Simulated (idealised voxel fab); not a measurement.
Process module under the name voxel gate over fins
The figure presents cross-section cut, which has a width of 290 nm and is divided into square cells with an edge length of 5 nm.
Heads up, the way a cross-section reads in here is a grid of square cells, handed over as bands from the top down, with every band being one or more rows of cells. First you get the band's top height and its bottom height, in nm, and then the materials it's made of, left to right, with each width in nm. If you see a single material with "full width", that one covers the band edge to edge. "empty" is empty space. Heights from 0 (as-received wafer is one material below). Bottom band endless downward, as "0 down". Graded width ("30 to 40"): value in top row of band = first number; value in bottom row = second number; row-to-row change constant. "left unchanged" means the step left every cell of the cross-section as it was. Empty spaces counting at least 8 cells and having no open way to the top are listed in "Encapsulated voids". The notation width x height at distance is used for each, the distance being from the left edge and all three values in nm. after a step's settings: what the simulator itself notes on the step. You can add "overlay nm" to a step's line. For a step with a mask, it describes how far the mask lay to the right of its planned position, and a negative number describes a lay to the left.
[Listed below are the process steps as planned]
1: op RECEIVE | material Si
2: op CONFORMAL_DEP | material SiN | thk nm 5
3: op DIRECTIONAL_DEP | material aC | thk nm 15
4: op PATTERN | tone cover | mask id FINS | material resist | width nm 15 | pitch nm 60 | thk nm 35 | overlay nm 0
5: op DIRECTIONAL_ETCH | etch materials aC | depth nm 5
6: op STRIP | etch materials resist
7: op DIRECTIONAL_ETCH | etch materials SiN | depth nm 5
8: op DIRECTIONAL_ETCH | etch materials Si | depth nm 40
9: op STRIP | etch materials aC
10: op FILL_DEP | material SiO2 | thk nm 15
11: op CMP | height nm 5
12: op PATTERN | tone open | mask id RAIL | material resist | width nm 15 | thk nm 15 | overlay nm 0
13: op DIRECTIONAL_ETCH | etch materials SiO2 | depth nm 40
14: op STRIP | etch materials resist
15: op CONFORMAL_DEP | material TiN | thk nm 5
16: op FILL_DEP | material W | thk nm 5
17: op CMP | height nm 5
18: op SELECTIVE_ETCH | etch materials W Ru TiN | depth nm 20
19: op FILL_DEP | material SiO2 | thk nm 5
20: op CMP | height nm 5
21: op SELECTIVE_ETCH | etch materials SiO2 | depth nm 15
22: op STRIP | etch materials SiN
23: op CONFORMAL_DEP | material HfO2 | thk nm 5
24: op CONFORMAL_DEP | material TiN | thk nm 5
25: op FILL_DEP | material W | thk nm 15
26: op CMP | height nm 20
27: op CONFORMAL_DEP | material SiCN | thk nm 10
The value of depth nm given for step 5 in the plan refers to the first wafer; the wafers vary in this setting and are alike at the start.
[first wafer as received, after step 1]
* 0 down: Si full width
* Encapsulated voids: none
[Per wafer (row), end of module: delta in cells per material since receipt, (+) for gained, (-) for lost; closed voids after that]
depth nm 5 | +58 HfO2 | +116 SiCN | +58 TiN | +116 W | Encapsulated voids: none
depth nm 10 | +58 HfO2 | +116 SiCN | +58 TiN | +116 W | Encapsulated voids: none
depth nm 15 | +74 HfO2 | -368 Si | +116 SiCN | +264 SiO2 | +83 TiN | +179 W | Encapsulated voids: none
depth nm 20 | +74 HfO2 | -368 Si | +116 SiCN | +264 SiO2 | +83 TiN | +179 W | Encapsulated voids: none
depth nm 25 | +74 HfO2 | -368 Si | +116 SiCN | +264 SiO2 | +83 TiN | +179 W | Encapsulated voids: none
depth nm 30 | +74 HfO2 | -368 Si | +116 SiCN | +264 SiO2 | +83 TiN | +179 W | Encapsulated voids: none
